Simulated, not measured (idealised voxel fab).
Process module heading - voxel gate over fins
255 nm wide, 5 nm square cells: that's cross-section cut.
Heads up, the way a cross-section reads in here is a grid of square cells, handed over as bands from the top down, with every band being one or more rows of cells. What a band's entry tells you: where the top is and where the bottom is, as heights in nm, and after that what lies inside, material by material from left to right, each with its width in nm. Empty space is written as the word "blank", and a single material marked with the word "edge to edge" occupies the band from edge to edge. Height reference: 0 = level under which incoming wafer is all one material. Lowest band: no bottom, runs on downward, e.g. "from 0 down". Width: "30..40" (first number = top row, second number = bottom row, same change from row to row of cells). Where a step carries "no change", the cross-section came out of it unchanged, cell for cell. "Closed cavity list": sealed empty spaces, 8 cells or more, no open way to top, listed width x height at distance, with distance from the left edge and width, height and distance in nm. What comes after the settings on a step's line is commentary from the simulator itself on that step. The line of a step may include "overlay nm". On a step with a mask, this value is how far to the right of its planned place the mask lay. A negative value means the mask lay to the left.

Here's what the planned process steps look like
- 1: RECEIVE (material Si)
- 2: CONFORMAL_DEP (material SiN; thk nm 10)
- 3: DIRECTIONAL_DEP (material aC; thk nm 10)
- 4: PATTERN (tone cover; mask id FINS; material resist; width nm 15; pitch nm 45; thk nm 25; overlay nm -15)
- 5: DIRECTIONAL_ETCH (etch materials aC; depth nm 10)
- 6: STRIP (etch materials resist)
- 7: DIRECTIONAL_ETCH (etch materials SiN; depth nm 10)
- 8: DIRECTIONAL_ETCH (etch materials Si; depth nm 40)
- 9: STRIP (etch materials aC)
- 10: FILL_DEP (material SiO2; thk nm 5)
- 11: CMP (height nm 10)
- 12: SELECTIVE_ETCH (etch materials SiO2; depth nm 25)
- 13: STRIP (etch materials SiN)
- 14: CONFORMAL_DEP (material HfO2; thk nm 5)
- 15: CONFORMAL_DEP (material TiN; thk nm 5)
- 16: FILL_DEP (material W; thk nm 15)
- 17: CMP (height nm 20)
- 18: CONFORMAL_DEP (material SiN; thk nm 5)
Heads up: all these wafers start the same, and what changes between them is the overlay nm in step 4. The value you see in the plan is just what the first wafer got.

As-received state after step 1, first of several wafers, cross-section
	from 0 down = Si edge to edge
	Closed cavity list: none

wafer rows; end of module; cells per material since receipt: (+) gained, (-) lost; then closed voids
overlay nm -15, +69 HfO2, -336 Si, +51 SiN, +210 SiO2, +69 TiN, +192 W, Closed cavity list: none
overlay nm -10, +69 HfO2, -336 Si, +51 SiN, +210 SiO2, +69 TiN, +192 W, Closed cavity list: none
overlay nm -5, +69 HfO2, -336 Si, +51 SiN, +210 SiO2, +69 TiN, +192 W, Closed cavity list: none
overlay nm 0, +69 HfO2, -336 Si, +51 SiN, +210 SiO2, +69 TiN, +192 W, Closed cavity list: none
overlay nm 5, +69 HfO2, -336 Si, +51 SiN, +210 SiO2, +69 TiN, +192 W, Closed cavity list: none
overlay nm 10, +69 HfO2, -336 Si, +51 SiN, +210 SiO2, +69 TiN, +192 W, Closed cavity list: none
overlay nm 15, +69 HfO2, -336 Si, +51 SiN, +210 SiO2, +69 TiN, +192 W, Closed cavity list: none
